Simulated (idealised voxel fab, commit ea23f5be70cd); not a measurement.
Process module under the name voxel wiring stack
In the cross-section labelled cut, the width is 190 nm and each square cell is 5 nm.
If you're reading a cross-section in this doc, picture square cells in a grid; it comes to you as bands, top ones listed first down to the bottom, and a band can be one or more rows of cells.
In this notation a band is specified by the heights of its top and bottom, in that order and in nm, after which its materials appear from left to right, each paired with its width in nm. The word "all across" attached to a single material means that material fills the band from edge to edge; the word "air" stands for empty space.
All heights in this document are referenced to 0, defined as the level beneath which the wafer, as received, consists entirely of one material. The lowest band is not bounded below; it extends indefinitely downward and is written in the form "from 0 down".
The expression "30->40" gives the width at the extremes of the band, the first number at its top row of cells and the second at its bottom row, with the width changing by equal amounts from each row to the next in between.
"no change occurred" means the step left every cell of the cross-section as it was.
Closed-off voids of 8+ cells (no open route to the top) go in "Unvented voids", written width x height at distance from the left edge, in nm.
Where a step's line continues beyond its settings, the continuation is a remark by the simulator itself on that step.
"overlay nm" answers the question of how far to the right of plan the mask lay on a step that has a mask, and when it is negative the answer is to the left.
-- Here's what the planned process steps look like
step 1: op RECEIVE | material Si
step 2: op CONFORMAL_DEP | material SiO2 | thk nm 10
step 3: op CONFORMAL_DEP | material SiCN | thk nm 5
step 4: op DIRECTIONAL_DEP | material lowk | thk nm 20
step 5: op MASKED_ETCH | tone open | mask id METAL_1 | width nm 25 | pitch nm 40 | etch materials lowk | depth nm 20 | overlay nm 0
step 6: op MASKED_ETCH | tone open | mask id METAL_1 | width nm 25 | pitch nm 40 | etch materials SiCN | depth nm 5 | overlay nm 0
step 7: op CONFORMAL_DEP | material TiN | thk nm 5
step 8: op FILL_DEP | material W | thk nm 10
step 9: op CMP | height nm 35
step 10: op CONFORMAL_DEP | material SiCN | thk nm 5
step 11: op DIRECTIONAL_DEP | material lowk | thk nm 10
step 12: op PATTERN | tone open | mask id PLUG_1 | material resist | width nm 15 | pitch nm 40 | thk nm 20 | overlay nm 0
step 13: op DIRECTIONAL_ETCH | etch materials lowk | depth nm 10
step 14: op DIRECTIONAL_ETCH | etch materials SiCN | depth nm 5
step 15: op STRIP | etch materials resist
step 16: op EPI | material Ru | thk nm 10
step 17: op EPI | material Ru | thk nm 5
step 18: op CONFORMAL_DEP | material SiCN | thk nm 5
step 19: op DIRECTIONAL_DEP | material lowk | thk nm 15
step 20: op DIRECTIONAL_DEP | material aC | thk nm 10
step 21: op PATTERN | tone open | mask id METAL_2 | material resist | width nm 25 | pitch nm 40 | thk nm 25 | overlay nm 0
step 22: op DIRECTIONAL_ETCH | etch materials aC | depth nm 10
step 23: op STRIP | etch materials resist
step 24: op DIRECTIONAL_ETCH | etch materials lowk | depth nm 15
step 25: op DIRECTIONAL_ETCH | etch materials SiCN | depth nm 5
step 26: op STRIP | etch materials aC
step 27: op CONFORMAL_DEP | material TiN | thk nm 5
step 28: op FILL_DEP | material Ru | thk nm 10
step 29: op CMP | height nm 70
step 30: op EPI | material Ru | thk nm 5
step 31: op FILL_DEP | material SiCN | thk nm 5
step 32: op DIRECTIONAL_DEP | material lowk | thk nm 30
step 33: op MASKED_ETCH | tone open | mask id METAL_3 | width nm 25 | pitch nm 40 | etch materials lowk | depth nm 20 | overlay nm 0
step 34: op DIRECTIONAL_DEP | material aC | thk nm 15
step 35: op PATTERN | tone open | mask id METAL_3_HOLES | material resist | width nm 15 | thk nm 35 | overlay nm 0
step 36: op DIRECTIONAL_ETCH | etch materials aC | depth nm 15
step 37: op STRIP | etch materials resist
step 38: op DIRECTIONAL_ETCH | etch materials lowk | depth nm 10
step 39: op DIRECTIONAL_ETCH | etch materials SiCN | depth nm 5
step 40: op STRIP | etch materials aC
step 41: op CONFORMAL_DEP | material TiN | thk nm 5
step 42: op FILL_DEP | material Ru | thk nm 5
step 43: op CMP | height nm 110
step 44: op CONFORMAL_DEP | material SiN | thk nm 5
-- first wafer, as planned
-- Cross-section of the wafer as it came to us, i.e., already through step 1
- from 0 down | Si all across
- Unvented voids: none
-- Wafer after step 2 (cross-section)
- from 10 to 0 | SiO2 all across
- For the remainder of the cross-section, below 0, there is no change.
-- Wafer after step 3 (cross-section)
- from 15 to 10 | SiCN all across
- For the remainder of the cross-section, below 10, there is no change.
-- Wafer after step 4 (cross-section)
- from 35 to 15 | lowk all across
- For the remainder of the cross-section, below 15, there is no change.
-- Wafer after step 5 (cross-section)
- from 35 to 15 | 60 lowk / 25 air / 15 lowk / 25 air / 65 lowk
- For the remainder of the cross-section, below 15, there is no change.
-- Wafer after step 6 (cross-section)
- from 35 to 15 | 60 lowk / 25 air / 15 lowk / 25 air / 65 lowk
- from 15 to 10 | 60 SiCN / 25 air / 15 SiCN / 25 air / 65 SiCN
- For the remainder of the cross-section, below 10, there is no change.
-- Wafer after step 7 (cross-section)
- from 40 to 35 | 65 TiN / 15 air / 25 TiN / 15 air / 70 TiN
- from 35 to 15 | 60 lowk / 5 TiN / 15 air / 5 TiN / 15 lowk / 5 TiN / 15 air / 5 TiN / 65 lowk
- from 15 to 10 | 60 SiCN / 25 TiN / 15 SiCN / 25 TiN / 65 SiCN
- For the remainder of the cross-section, below 10, there is no change.
-- Wafer after step 8 (cross-section)
- from 50 to 40 | W all across
- from 40 to 35 | 65 TiN / 15 W / 25 TiN / 15 W / 70 TiN
- from 35 to 15 | 60 lowk / 5 TiN / 15 W / 5 TiN / 15 lowk / 5 TiN / 15 W / 5 TiN / 65 lowk
- For the remainder of the cross-section, below 15, there is no change.
-- Wafer after step 9 (cross-section)
- from 35 to 15 | 60 lowk / 5 TiN / 15 W / 5 TiN / 15 lowk / 5 TiN / 15 W / 5 TiN / 65 lowk
- For the remainder of the cross-section, below 15, there is no change.
-- Wafer after step 10 (cross-section)
- from 40 to 35 | SiCN all across
- For the remainder of the cross-section, below 35, there is no change.
-- Wafer after step 11 (cross-section)
- from 50 to 40 | lowk all across
- For the remainder of the cross-section, below 40, there is no change.
-- Wafer after step 12 (cross-section)
- from 70 to 50 | 60 resist / 15 air / 25 resist / 15 air / 75 resist
- For the remainder of the cross-section, below 50, there is no change.
-- Wafer after step 13 (cross-section)
- from 70 to 50 | 60 resist / 15 air / 25 resist / 15 air / 75 resist
- from 50 to 40 | 60 lowk / 15 air / 25 lowk / 15 air / 75 lowk
- For the remainder of the cross-section, below 40, there is no change.
-- Wafer after step 14 (cross-section)
- from 70 to 50 | 60 resist / 15 air / 25 resist / 15 air / 75 resist
- from 50 to 40 | 60 lowk / 15 air / 25 lowk / 15 air / 75 lowk
- from 40 to 35 | 60 SiCN / 15 air / 25 SiCN / 15 air / 75 SiCN
- For the remainder of the cross-section, below 35, there is no change.
-- Wafer after step 15 (cross-section)
- from 50 to 40 | 60 lowk / 15 air / 25 lowk / 15 air / 75 lowk
- For the remainder of the cross-section, below 40, there is no change.
-- Wafer after step 16 (cross-section)
- from 50 to 45 | 60 lowk / 15 air / 25 lowk / 15 air / 75 lowk
- from 45 to 40 | 60 lowk / 15 Ru / 25 lowk / 15 Ru / 75 lowk
- from 40 to 35 | 60 SiCN / 15 Ru / 25 SiCN / 15 Ru / 75 SiCN
- For the remainder of the cross-section, below 35, there is no change.
-- Wafer after step 17 (cross-section)
- from 50 to 40 | 60 lowk / 15 Ru / 25 lowk / 15 Ru / 75 lowk
- For the remainder of the cross-section, below 40, there is no change.
-- Wafer after step 18 (cross-section)
- from 55 to 50 | SiCN all across
- For the remainder of the cross-section, below 50, there is no change.
-- Wafer after step 19 (cross-section)
- from 70 to 55 | lowk all across
- For the remainder of the cross-section, below 55, there is no change.
-- Wafer after step 20 (cross-section)
- from 80 to 70 | aC all across
- For the remainder of the cross-section, below 70, there is no change.
-- Wafer after step 21 (cross-section)
- from 105 to 80 | 60 resist / 25 air / 15 resist / 25 air / 65 resist
- For the remainder of the cross-section, below 80, there is no change.
-- Wafer after step 22 (cross-section)
- from 95 to 80 | 60 resist / 25 air / 15 resist / 25 air / 65 resist
- from 80 to 70 | 60 aC / 25 air / 15 aC / 25 air / 65 aC
- For the remainder of the cross-section, below 70, there is no change.
-- Wafer after step 23 (cross-section)
- from 80 to 70 | 60 aC / 25 air / 15 aC / 25 air / 65 aC
- For the remainder of the cross-section, below 70, there is no change.
-- Wafer after step 24 (cross-section)
- from 80 to 70 | 60 aC / 25 air / 15 aC / 25 air / 65 aC
- from 70 to 55 | 60 lowk / 25 air / 15 lowk / 25 air / 65 lowk
- For the remainder of the cross-section, below 55, there is no change.
-- Wafer after step 25 (cross-section)
- from 80 to 70 | 60 aC / 25 air / 15 aC / 25 air / 65 aC
- from 70 to 55 | 60 lowk / 25 air / 15 lowk / 25 air / 65 lowk
- from 55 to 50 | 60 SiCN / 25 air / 15 SiCN / 25 air / 65 SiCN
- For the remainder of the cross-section, below 50, there is no change.
-- Wafer after step 26 (cross-section)
- from 70 to 55 | 60 lowk / 25 air / 15 lowk / 25 air / 65 lowk
- For the remainder of the cross-section, below 55, there is no change.
-- Wafer after step 27 (cross-section)
- from 75 to 70 | 65 TiN / 15 air / 25 TiN / 15 air / 70 TiN
- from 70 to 55 | 60 lowk / 5 TiN / 15 air / 5 TiN / 15 lowk / 5 TiN / 15 air / 5 TiN / 65 lowk
- from 55 to 50 | 60 SiCN / 25 TiN / 15 SiCN / 25 TiN / 65 SiCN
- For the remainder of the cross-section, below 50, there is no change.
-- Wafer after step 28 (cross-section)
- from 85 to 75 | Ru all across
- from 75 to 70 | 65 TiN / 15 Ru / 25 TiN / 15 Ru / 70 TiN
- from 70 to 55 | 60 lowk / 5 TiN / 15 Ru / 5 TiN / 15 lowk / 5 TiN / 15 Ru / 5 TiN / 65 lowk
- For the remainder of the cross-section, below 55, there is no change.
-- Wafer after step 29 (cross-section)
- from 70 to 55 | 60 lowk / 5 TiN / 15 Ru / 5 TiN / 15 lowk / 5 TiN / 15 Ru / 5 TiN / 65 lowk
- For the remainder of the cross-section, below 55, there is no change.
-- Wafer after step 30 (cross-section)
- from 75 to 70 | 55 air / 35 Ru / 5 air / 35 Ru / 60 air
- For the remainder of the cross-section, below 70, there is no change.
-- Wafer after step 31 (cross-section)
- from 80 to 75 | SiCN all across
- from 75 to 70 | 55 SiCN / 35 Ru / 5 SiCN / 35 Ru / 60 SiCN
- For the remainder of the cross-section, below 70, there is no change.
-- Wafer after step 32 (cross-section)
- from 110 to 80 | lowk all across
- For the remainder of the cross-section, below 80, there is no change.
-- Wafer after step 33 (cross-section)
- from 110 to 90 | 60 lowk / 25 air / 15 lowk / 25 air / 65 lowk
- For the remainder of the cross-section, below 90, there is no change.
-- Wafer after step 34 (cross-section)
- from 125 to 110 | 60 aC / 25 air / 15 aC / 25 air / 65 aC
- from 110 to 105 | 60 lowk / 25 air / 15 lowk / 25 air / 65 lowk
- from 105 to 90 | 60 lowk / 25 aC / 15 lowk / 25 aC / 65 lowk
- For the remainder of the cross-section, below 90, there is no change.
-- Wafer after step 35 (cross-section)
- from 160 to 125 | 60 resist / 15 air / 115 resist
- from 125 to 110 | 60 aC / 15 air / 10 resist / 15 aC / 25 resist / 65 aC
- from 110 to 105 | 60 lowk / 15 air / 10 resist / 15 lowk / 25 resist / 65 lowk
- For the remainder of the cross-section, below 105, there is no change.
-- Wafer after step 36 (cross-section)
- from 145 to 125 | 60 resist / 15 air / 115 resist
- from 125 to 110 | 60 aC / 15 air / 10 resist / 15 aC / 25 resist / 65 aC
- from 110 to 105 | 60 lowk / 15 air / 10 resist / 15 lowk / 25 resist / 65 lowk
- from 105 to 90 | 60 lowk / 15 air / 10 aC / 15 lowk / 25 aC / 65 lowk
- For the remainder of the cross-section, below 90, there is no change.
-- Wafer after step 37 (cross-section)
- from 125 to 110 | 60 aC / 25 air / 15 aC / 25 air / 65 aC
- from 110 to 105 | 60 lowk / 25 air / 15 lowk / 25 air / 65 lowk
- For the remainder of the cross-section, below 105, there is no change.
-- Wafer after step 38 (cross-section)
- from 125 to 110 | 60 aC / 25 air / 15 aC / 25 air / 65 aC
- from 110 to 105 | 60 lowk / 25 air / 15 lowk / 25 air / 65 lowk
- from 105 to 90 | 60 lowk / 15 air / 10 aC / 15 lowk / 25 aC / 65 lowk
- from 90 to 80 | 60 lowk / 15 air / 115 lowk
- For the remainder of the cross-section, below 80, there is no change.
-- Wafer after step 39 (cross-section)
- from 125 to 110 | 60 aC / 25 air / 15 aC / 25 air / 65 aC
- from 110 to 105 | 60 lowk / 25 air / 15 lowk / 25 air / 65 lowk
- from 105 to 90 | 60 lowk / 15 air / 10 aC / 15 lowk / 25 aC / 65 lowk
- from 90 to 80 | 60 lowk / 15 air / 115 lowk
- from 80 to 75 | 60 SiCN / 15 air / 115 SiCN
- For the remainder of the cross-section, below 75, there is no change.
-- Wafer after step 40 (cross-section)
- from 110 to 90 | 60 lowk / 25 air / 15 lowk / 25 air / 65 lowk
- For the remainder of the cross-section, below 90, there is no change.
-- Wafer after step 41 (cross-section)
- from 115 to 110 | 65 TiN / 15 air / 25 TiN / 15 air / 70 TiN
- from 110 to 95 | 60 lowk / 5 TiN / 15 air / 5 TiN / 15 lowk / 5 TiN / 15 air / 5 TiN / 65 lowk
- from 95 to 90 | 60 lowk / 5 TiN / 5 air / 15 TiN / 15 lowk / 25 TiN / 65 lowk
- from 90 to 80 | 60 lowk / 5 TiN / 5 air / 5 TiN / 115 lowk
- from 80 to 75 | 60 SiCN / 15 TiN / 115 SiCN
- For the remainder of the cross-section, below 75, there is no change.
-- Wafer after step 42 (cross-section)
- from 120 to 115 | Ru all across
- from 115 to 110 | 65 TiN / 15 Ru / 25 TiN / 15 Ru / 70 TiN
- from 110 to 95 | 60 lowk / 5 TiN / 15 Ru / 5 TiN / 15 lowk / 5 TiN / 15 Ru / 5 TiN / 65 lowk
- from 95 to 90 | 60 lowk / 5 TiN / 5 Ru / 15 TiN / 15 lowk / 25 TiN / 65 lowk
- from 90 to 80 | 60 lowk / 5 TiN / 5 Ru / 5 TiN / 115 lowk
- For the remainder of the cross-section, below 80, there is no change.
-- Wafer after step 43 (cross-section)
- from 110 to 95 | 60 lowk / 5 TiN / 15 Ru / 5 TiN / 15 lowk / 5 TiN / 15 Ru / 5 TiN / 65 lowk
- For the remainder of the cross-section, below 95, there is no change.
-- Wafer after step 44 (cross-section)
- from 115 to 110 | SiN all across
- For the remainder of the cross-section, below 110, there is no change.
-- The Second Wafer: Common Origin and Plan, One Mistake in Execution, Identical to the First Through Step 1
The second wafer in cross-section, at the planned close of step 2: no change occurred
-- The second wafer in cross-section, at the planned close of step 3
- from 5 to 0 | SiCN all across
- For the remainder of the cross-section, below 0, there is no change.
-- The second wafer in cross-section, at the planned close of step 4
- from 25 to 5 | lowk all across
- For the remainder of the cross-section, below 5, there is no change.
-- The second wafer in cross-section, at the planned close of step 5
- from 25 to 5 | 60 lowk / 25 air / 15 lowk / 25 air / 65 lowk
- For the remainder of the cross-section, below 5, there is no change.
-- The second wafer in cross-section, at the planned close of step 6
- from 25 to 5 | 60 lowk / 25 air / 15 lowk / 25 air / 65 lowk
- from 5 to 0 | 60 SiCN / 25 air / 15 SiCN / 25 air / 65 SiCN
- For the remainder of the cross-section, below 0, there is no change.
-- The second wafer in cross-section, at the planned close of step 7
- from 30 to 25 | 65 TiN / 15 air / 25 TiN / 15 air / 70 TiN
- from 25 to 5 | 60 lowk / 5 TiN / 15 air / 5 TiN / 15 lowk / 5 TiN / 15 air / 5 TiN / 65 lowk
- from 5 to 0 | 60 SiCN / 25 TiN / 15 SiCN / 25 TiN / 65 SiCN
- For the remainder of the cross-section, below 0, there is no change.
-- The second wafer in cross-section, at the planned close of step 8
- from 40 to 30 | W all across
- from 30 to 25 | 65 TiN / 15 W / 25 TiN / 15 W / 70 TiN
- from 25 to 5 | 60 lowk / 5 TiN / 15 W / 5 TiN / 15 lowk / 5 TiN / 15 W / 5 TiN / 65 lowk
- For the remainder of the cross-section, below 5, there is no change.
-- The second wafer in cross-section, at the planned close of step 9
- from 35 to 30 | W all across
- For the remainder of the cross-section, below 30, there is no change.
-- The second wafer in cross-section, at the planned close of step 10
- from 40 to 35 | SiCN all across
- For the remainder of the cross-section, below 35, there is no change.
-- The second wafer in cross-section, at the planned close of step 11
- from 50 to 40 | lowk all across
- For the remainder of the cross-section, below 40, there is no change.
-- The second wafer in cross-section, at the planned close of step 12
- from 70 to 50 | 60 resist / 15 air / 25 resist / 15 air / 75 resist
- For the remainder of the cross-section, below 50, there is no change.
-- The second wafer in cross-section, at the planned close of step 13
- from 70 to 50 | 60 resist / 15 air / 25 resist / 15 air / 75 resist
- from 50 to 40 | 60 lowk / 15 air / 25 lowk / 15 air / 75 lowk
- For the remainder of the cross-section, below 40, there is no change.
-- The second wafer in cross-section, at the planned close of step 14
- from 70 to 50 | 60 resist / 15 air / 25 resist / 15 air / 75 resist
- from 50 to 40 | 60 lowk / 15 air / 25 lowk / 15 air / 75 lowk
- from 40 to 35 | 60 SiCN / 15 air / 25 SiCN / 15 air / 75 SiCN
- For the remainder of the cross-section, below 35, there is no change.
-- The second wafer in cross-section, at the planned close of step 15
- from 50 to 40 | 60 lowk / 15 air / 25 lowk / 15 air / 75 lowk
- For the remainder of the cross-section, below 40, there is no change.
-- The second wafer in cross-section, at the planned close of step 16
- from 50 to 45 | 60 lowk / 15 air / 25 lowk / 15 air / 75 lowk
- from 45 to 40 | 60 lowk / 15 Ru / 25 lowk / 15 Ru / 75 lowk
- from 40 to 35 | 60 SiCN / 15 Ru / 25 SiCN / 15 Ru / 75 SiCN
- For the remainder of the cross-section, below 35, there is no change.
-- The second wafer in cross-section, at the planned close of step 17
- from 50 to 40 | 60 lowk / 15 Ru / 25 lowk / 15 Ru / 75 lowk
- For the remainder of the cross-section, below 40, there is no change.
-- The second wafer in cross-section, at the planned close of step 18
- from 55 to 50 | SiCN all across
- For the remainder of the cross-section, below 50, there is no change.
-- The second wafer in cross-section, at the planned close of step 19
- from 70 to 55 | lowk all across
- For the remainder of the cross-section, below 55, there is no change.
-- The second wafer in cross-section, at the planned close of step 20
- from 80 to 70 | aC all across
- For the remainder of the cross-section, below 70, there is no change.
-- The second wafer in cross-section, at the planned close of step 21
- from 105 to 80 | 60 resist / 25 air / 15 resist / 25 air / 65 resist
- For the remainder of the cross-section, below 80, there is no change.
-- The second wafer in cross-section, at the planned close of step 22
- from 95 to 80 | 60 resist / 25 air / 15 resist / 25 air / 65 resist
- from 80 to 70 | 60 aC / 25 air / 15 aC / 25 air / 65 aC
- For the remainder of the cross-section, below 70, there is no change.
-- The second wafer in cross-section, at the planned close of step 23
- from 80 to 70 | 60 aC / 25 air / 15 aC / 25 air / 65 aC
- For the remainder of the cross-section, below 70, there is no change.
-- The second wafer in cross-section, at the planned close of step 24
- from 80 to 70 | 60 aC / 25 air / 15 aC / 25 air / 65 aC
- from 70 to 55 | 60 lowk / 25 air / 15 lowk / 25 air / 65 lowk
- For the remainder of the cross-section, below 55, there is no change.
-- The second wafer in cross-section, at the planned close of step 25
- from 80 to 70 | 60 aC / 25 air / 15 aC / 25 air / 65 aC
- from 70 to 55 | 60 lowk / 25 air / 15 lowk / 25 air / 65 lowk
- from 55 to 50 | 60 SiCN / 25 air / 15 SiCN / 25 air / 65 SiCN
- For the remainder of the cross-section, below 50, there is no change.
-- The second wafer in cross-section, at the planned close of step 26
- from 70 to 55 | 60 lowk / 25 air / 15 lowk / 25 air / 65 lowk
- For the remainder of the cross-section, below 55, there is no change.
-- The second wafer in cross-section, at the planned close of step 27
- from 75 to 70 | 65 TiN / 15 air / 25 TiN / 15 air / 70 TiN
- from 70 to 55 | 60 lowk / 5 TiN / 15 air / 5 TiN / 15 lowk / 5 TiN / 15 air / 5 TiN / 65 lowk
- from 55 to 50 | 60 SiCN / 25 TiN / 15 SiCN / 25 TiN / 65 SiCN
- For the remainder of the cross-section, below 50, there is no change.
-- The second wafer in cross-section, at the planned close of step 28
- from 85 to 75 | Ru all across
- from 75 to 70 | 65 TiN / 15 Ru / 25 TiN / 15 Ru / 70 TiN
- from 70 to 55 | 60 lowk / 5 TiN / 15 Ru / 5 TiN / 15 lowk / 5 TiN / 15 Ru / 5 TiN / 65 lowk
- For the remainder of the cross-section, below 55, there is no change.
-- The second wafer in cross-section, at the planned close of step 29
- from 70 to 55 | 60 lowk / 5 TiN / 15 Ru / 5 TiN / 15 lowk / 5 TiN / 15 Ru / 5 TiN / 65 lowk
- For the remainder of the cross-section, below 55, there is no change.
-- The second wafer in cross-section, at the planned close of step 30
- from 75 to 70 | 55 air / 35 Ru / 5 air / 35 Ru / 60 air
- For the remainder of the cross-section, below 70, there is no change.
-- The second wafer in cross-section, at the planned close of step 31
- from 80 to 75 | SiCN all across
- from 75 to 70 | 55 SiCN / 35 Ru / 5 SiCN / 35 Ru / 60 SiCN
- For the remainder of the cross-section, below 70, there is no change.
-- The second wafer in cross-section, at the planned close of step 32
- from 110 to 80 | lowk all across
- For the remainder of the cross-section, below 80, there is no change.
-- The second wafer in cross-section, at the planned close of step 33
- from 110 to 90 | 60 lowk / 25 air / 15 lowk / 25 air / 65 lowk
- For the remainder of the cross-section, below 90, there is no change.
-- The second wafer in cross-section, at the planned close of step 34
- from 125 to 110 | 60 aC / 25 air / 15 aC / 25 air / 65 aC
- from 110 to 105 | 60 lowk / 25 air / 15 lowk / 25 air / 65 lowk
- from 105 to 90 | 60 lowk / 25 aC / 15 lowk / 25 aC / 65 lowk
- For the remainder of the cross-section, below 90, there is no change.
-- The second wafer in cross-section, at the planned close of step 35
- from 160 to 125 | 60 resist / 15 air / 115 resist
- from 125 to 110 | 60 aC / 15 air / 10 resist / 15 aC / 25 resist / 65 aC
- from 110 to 105 | 60 lowk / 15 air / 10 resist / 15 lowk / 25 resist / 65 lowk
- For the remainder of the cross-section, below 105, there is no change.
-- The second wafer in cross-section, at the planned close of step 36
- from 145 to 125 | 60 resist / 15 air / 115 resist
- from 125 to 110 | 60 aC / 15 air / 10 resist / 15 aC / 25 resist / 65 aC
- from 110 to 105 | 60 lowk / 15 air / 10 resist / 15 lowk / 25 resist / 65 lowk
- from 105 to 90 | 60 lowk / 15 air / 10 aC / 15 lowk / 25 aC / 65 lowk
- For the remainder of the cross-section, below 90, there is no change.
-- The second wafer in cross-section, at the planned close of step 37
- from 125 to 110 | 60 aC / 25 air / 15 aC / 25 air / 65 aC
- from 110 to 105 | 60 lowk / 25 air / 15 lowk / 25 air / 65 lowk
- For the remainder of the cross-section, below 105, there is no change.
-- The second wafer in cross-section, at the planned close of step 38
- from 125 to 110 | 60 aC / 25 air / 15 aC / 25 air / 65 aC
- from 110 to 105 | 60 lowk / 25 air / 15 lowk / 25 air / 65 lowk
- from 105 to 90 | 60 lowk / 15 air / 10 aC / 15 lowk / 25 aC / 65 lowk
- from 90 to 80 | 60 lowk / 15 air / 115 lowk
- For the remainder of the cross-section, below 80, there is no change.
-- The second wafer in cross-section, at the planned close of step 39
- from 125 to 110 | 60 aC / 25 air / 15 aC / 25 air / 65 aC
- from 110 to 105 | 60 lowk / 25 air / 15 lowk / 25 air / 65 lowk
- from 105 to 90 | 60 lowk / 15 air / 10 aC / 15 lowk / 25 aC / 65 lowk
- from 90 to 80 | 60 lowk / 15 air / 115 lowk
- from 80 to 75 | 60 SiCN / 15 air / 115 SiCN
- For the remainder of the cross-section, below 75, there is no change.
-- The second wafer in cross-section, at the planned close of step 40
- from 110 to 90 | 60 lowk / 25 air / 15 lowk / 25 air / 65 lowk
- For the remainder of the cross-section, below 90, there is no change.
-- The second wafer in cross-section, at the planned close of step 41
- from 115 to 110 | 65 TiN / 15 air / 25 TiN / 15 air / 70 TiN
- from 110 to 95 | 60 lowk / 5 TiN / 15 air / 5 TiN / 15 lowk / 5 TiN / 15 air / 5 TiN / 65 lowk
- from 95 to 90 | 60 lowk / 5 TiN / 5 air / 15 TiN / 15 lowk / 25 TiN / 65 lowk
- from 90 to 80 | 60 lowk / 5 TiN / 5 air / 5 TiN / 115 lowk
- from 80 to 75 | 60 SiCN / 15 TiN / 115 SiCN
- For the remainder of the cross-section, below 75, there is no change.
-- The second wafer in cross-section, at the planned close of step 42
- from 120 to 115 | Ru all across
- from 115 to 110 | 65 TiN / 15 Ru / 25 TiN / 15 Ru / 70 TiN
- from 110 to 95 | 60 lowk / 5 TiN / 15 Ru / 5 TiN / 15 lowk / 5 TiN / 15 Ru / 5 TiN / 65 lowk
- from 95 to 90 | 60 lowk / 5 TiN / 5 Ru / 15 TiN / 15 lowk / 25 TiN / 65 lowk
- from 90 to 80 | 60 lowk / 5 TiN / 5 Ru / 5 TiN / 115 lowk
- For the remainder of the cross-section, below 80, there is no change.
-- The second wafer in cross-section, at the planned close of step 43
- from 110 to 95 | 60 lowk / 5 TiN / 15 Ru / 5 TiN / 15 lowk / 5 TiN / 15 Ru / 5 TiN / 65 lowk
- For the remainder of the cross-section, below 95, there is no change.
-- The second wafer in cross-section, at the planned close of step 44
- from 115 to 110 | SiN all across
- For the remainder of the cross-section, below 110, there is no change.
Plan not followed: not run: step 2 of the plan (skipped)
Heads up, by the end the second wafer has more or fewer cells of some materials compared to the first: 76 fewer of SiO2, 32 more of TiN, 44 more of W
